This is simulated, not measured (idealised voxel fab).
The following is a process module called voxel ribs on slabs.
The figure presents cross-section cut, which has a width of 190 nm and is divided into square cells with an edge length of 5 nm.
Cross-sections here: square-cell grids, written as top-down lists of bands, a band being one or more rows of cells. Band: top and bottom heights (nm) first, top before bottom; then materials from left to right, widths in nm. "full width" marks a sole material filling the band edge to edge. "empty" denotes empty space. Below 0: as-received wafer, all one material; heights counted from there. Lowest band: no bottom, goes on down, written "top 0, no bottom". Per-row width for "30..40": begins at first number (top row of band), ends at second number (bottom row), increment between rows held constant. A step reported as "no alterations made" is a step in which no cell of the cross-section changed. Look at "Enclosed void list" for the closed voids: empty spaces with no open path to the top, sized 8 cells or up. Each is width x height at distance, distance from the left edge, all nm. It should be noted that, on the line of a given step, the content following the step's settings is a remark produced by the simulator itself with respect to that step. overlay nm: step with mask; distance mask lay right of planned place; negative value = left of planned place.
Steps in the process plan
- 1: RECEIVE, material Si
- 2: DIRECTIONAL_DEP, material SiO2, thk nm 20
- 3: DIRECTIONAL_DEP, material SiN, thk nm 25
- 4: PATTERN, tone cover, mask id RIB, material resist, width nm 20, thk nm 15, overlay nm 0
- 5: DIRECTIONAL_ETCH, etch materials SiN, depth nm 10
- 6: STRIP, etch materials resist
- 7: PATTERN, tone cover, mask id SLAB, material resist, width nm 70, thk nm 20, overlay nm 0
- 8: DIRECTIONAL_ETCH, etch materials SiN, depth nm 15
- 9: STRIP, etch materials resist
- 10: FILL_DEP, material SiO2, thk nm 25
- 11: CMP, height nm 60
- 12: DIRECTIONAL_DEP, material TiN, thk nm 5
- 13: DIRECTIONAL_DEP, material aC, thk nm 15
- 14: PATTERN, tone cover, mask id HEATER, material resist, width nm 30, thk nm 30, overlay nm 0
- 15: DIRECTIONAL_ETCH, etch materials aC, depth nm 15
- 16: STRIP, etch materials resist
- 17: DIRECTIONAL_ETCH, etch materials TiN, depth nm 5
- 18: STRIP, etch materials aC
- 19: CONFORMAL_DEP, material SiO2, thk nm 10
Incoming wafer, cross-sectional view, post step 1
> top 0, no bottom  Si full width
> Enclosed void list: none
Cross-sectional result after module completion. Note: starting condition and plan are unchanged from above; one processing mistake was made
> top 75, bottom 70  empty: 70; aC: 50; empty: 70
> top 70, bottom 65  aC full width
> top 65, bottom 60  aC: 80; TiN: 30; aC: 80
> top 60, bottom 45  SiO2 full width
> top 45, bottom 35  SiO2: 85; SiN: 20; SiO2: 85
> top 35, bottom 20  SiO2: 60; SiN: 70; SiO2: 60
> top 20, bottom 0  SiO2 full width
> top 0, no bottom  Si full width
> Enclosed void list: none
Nonconformance to the process plan: step 19 went in with a setting other than planned; the actual run was CONFORMAL_DEP, material aC, thk nm 10
